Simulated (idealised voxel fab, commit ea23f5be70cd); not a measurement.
Process module under the name voxel transistor to metal
For reference, the cross-section in this document is cut, with width 195 nm and square cells of 5 nm.
A cross-section is a grid of square cells, given in bands from the top down. A band is one or more rows of cells. Top, bottom (nm), then materials left to right with widths (nm); lone material tagged "edge to edge" fills the whole band edge to edge; "blank" = empty space. It should be noted that heights are counted from 0, beneath which the wafer as supplied is of one material throughout, and that the lowest band possesses no lower boundary but continues downward, as written in "z 0 and below". So if you see something like "30->40" for the width, read it as the top row of the band sitting at the first number and the bottom row at the second, with every row in between moving by the same amount as the last. "no alterations made" for a step: no cell of the cross-section changed in that step. Closed empty spaces (no open way to the top) of 8 cells or more are what "Enclosed empty spaces" lists, each as width x height at distance from the left edge, nm for all three. It should be noted that, on the line of a given step, the content following the step's settings is a remark produced by the simulator itself with respect to that step. The setting "overlay nm" may be written on the line of a step. When the step uses a mask, the value reports how far to the right of the planned place the mask lay, and a negative value reports that it lay to the left.

Plan
1. RECEIVE [material Si]
2. OXIDIZE [depth nm 5]
3. CONFORMAL_DEP [material SiN] [thk nm 10]
4. MASKED_ETCH [tone cover] [mask id ACTIVE] [width nm 115] [etch materials SiN] [depth nm 10] [overlay nm 0]
5. MASKED_ETCH [tone cover] [mask id ACTIVE] [width nm 115] [etch materials SiO2] [depth nm 5] [overlay nm 0]
6. MASKED_ETCH [tone cover] [mask id ACTIVE] [width nm 115] [etch materials Si] [depth nm 35] [overlay nm 0]
7. FILL_DEP [material SiO2] [thk nm 10]
8. CMP [height nm 10]
9. SELECTIVE_ETCH [etch materials SiO2] [depth nm 10]
10. STRIP [etch materials SiN]
11. SELECTIVE_ETCH [etch materials SiO2] [depth nm 5]
12. OXIDIZE [depth nm 5]
13. DIRECTIONAL_DEP [material polySi] [thk nm 30]
14. DIRECTIONAL_DEP [material SiCN] [thk nm 15]
15. DIRECTIONAL_DEP [material aC] [thk nm 10]
16. PATTERN [tone cover] [mask id GATE] [material resist] [width nm 25] [thk nm 30] [overlay nm 0]
17. DIRECTIONAL_ETCH [etch materials aC] [depth nm 10]
18. STRIP [etch materials resist]
19. DIRECTIONAL_ETCH [etch materials SiCN] [depth nm 25]
20. DIRECTIONAL_ETCH [etch materials polySi] [depth nm 40]
21. STRIP [etch materials aC]
22. CONFORMAL_DEP [material SiO2] [thk nm 5]
23. DIRECTIONAL_ETCH [etch materials SiO2] [depth nm 5]
24. CONFORMAL_DEP [material SiN] [thk nm 5]
25. DIRECTIONAL_ETCH [etch materials SiN] [depth nm 5]
26. DIRECTIONAL_ETCH [etch materials SiO2] [depth nm 5]
27. EPI [material nSi] [thk nm 5]
28. FILL_DEP [material SiO2] [thk nm 10]
29. CMP [height nm 40]
30. DIRECTIONAL_DEP [material SiO2] [thk nm 10]
31. PATTERN [tone open] [mask id CONTACT] [material resist] [width nm 15] [pitch nm 80] [thk nm 15] [overlay nm 0]
32. DIRECTIONAL_ETCH [etch materials SiO2] [depth nm 55]
33. STRIP [etch materials resist]
34. CONFORMAL_DEP [material TiN] [thk nm 5]
35. FILL_DEP [material Ru] [thk nm 10]
36. CMP [height nm 50]
37. CONFORMAL_DEP [material SiN] [thk nm 5]
38. DIRECTIONAL_DEP [material SiO2] [thk nm 20]
39. DIRECTIONAL_DEP [material aC] [thk nm 15]
40. PATTERN [tone open] [mask id METAL_1] [material resist] [width nm 15] [pitch nm 80] [thk nm 35] [overlay nm 0]
41. DIRECTIONAL_ETCH [etch materials aC] [depth nm 15]
42. STRIP [etch materials resist]
43. DIRECTIONAL_ETCH [etch materials SiO2] [depth nm 20]
44. DIRECTIONAL_ETCH [etch materials SiN] [depth nm 5]
45. STRIP [etch materials aC]
46. CONFORMAL_DEP [material TiN] [thk nm 5]
47. FILL_DEP [material Cu] [thk nm 10]
48. CMP [height nm 75]
49. CONFORMAL_DEP [material SiCN] [thk nm 5]

Delivered wafer in cross-section: state after step 1
- z 0 and below: Si edge to edge
- Enclosed empty spaces: none

Look at the cross-section after the module: the wafer started out the way shown above and the plan was the one shown above, yet one mistake was made along the way
- z 80 to 75: SiCN edge to edge
- z 75 to 55: 50 nm SiO2, then 5 nm TiN, then 5 nm Cu, then 5 nm TiN, then 65 nm SiO2, then 5 nm TiN, then 5 nm Cu, then 5 nm TiN, then 50 nm SiO2
- z 55 to 50: 50 nm SiN, then 15 nm TiN, then 65 nm SiN, then 15 nm TiN, then 50 nm SiN
- z 50 to 40: 50 nm SiO2, then 5 nm TiN, then 5 nm Ru, then 5 nm TiN, then 65 nm SiO2, then 5 nm TiN, then 5 nm Ru, then 5 nm TiN, then 50 nm SiO2
- z 40 to 25: 50 nm SiO2, then 5 nm TiN, then 5 nm Ru, then 5 nm TiN, then 5 nm SiN, then 5 nm SiO2, then 25 nm SiCN, then 5 nm SiO2, then 5 nm SiN, then 20 nm SiO2, then 5 nm TiN, then 5 nm Ru, then 5 nm TiN, then 50 nm SiO2
- z 25 to 0: 50 nm SiO2, then 5 nm TiN, then 5 nm Ru, then 5 nm TiN, then 5 nm SiN, then 5 nm SiO2, then 25 nm polySi, then 5 nm SiO2, then 5 nm SiN, then 20 nm SiO2, then 5 nm TiN, then 5 nm Ru, then 5 nm TiN, then 50 nm SiO2
- z 0 to -5: 50 nm SiO2, then 15 nm TiN, then 5 nm SiN, then 5 nm SiO2, then 25 nm polySi, then 5 nm SiO2, then 5 nm SiN, then 20 nm SiO2, then 15 nm TiN, then 50 nm SiO2
- z -5 to -10: 35 nm SiO2, then 30 nm nSi, then 45 nm SiO2, then 50 nm nSi, then 35 nm SiO2
- z -10 to -40: 40 nm SiO2, then 115 nm Si, then 40 nm SiO2
- z -40 and below: Si edge to edge
- Enclosed empty spaces: none
Run error: step 16 ran with different settings than intended, the actual operation and settings being PATTERN [tone cover] [mask id GATE] [material resist] [width nm 25] [thk nm 30] [overlay nm -10]
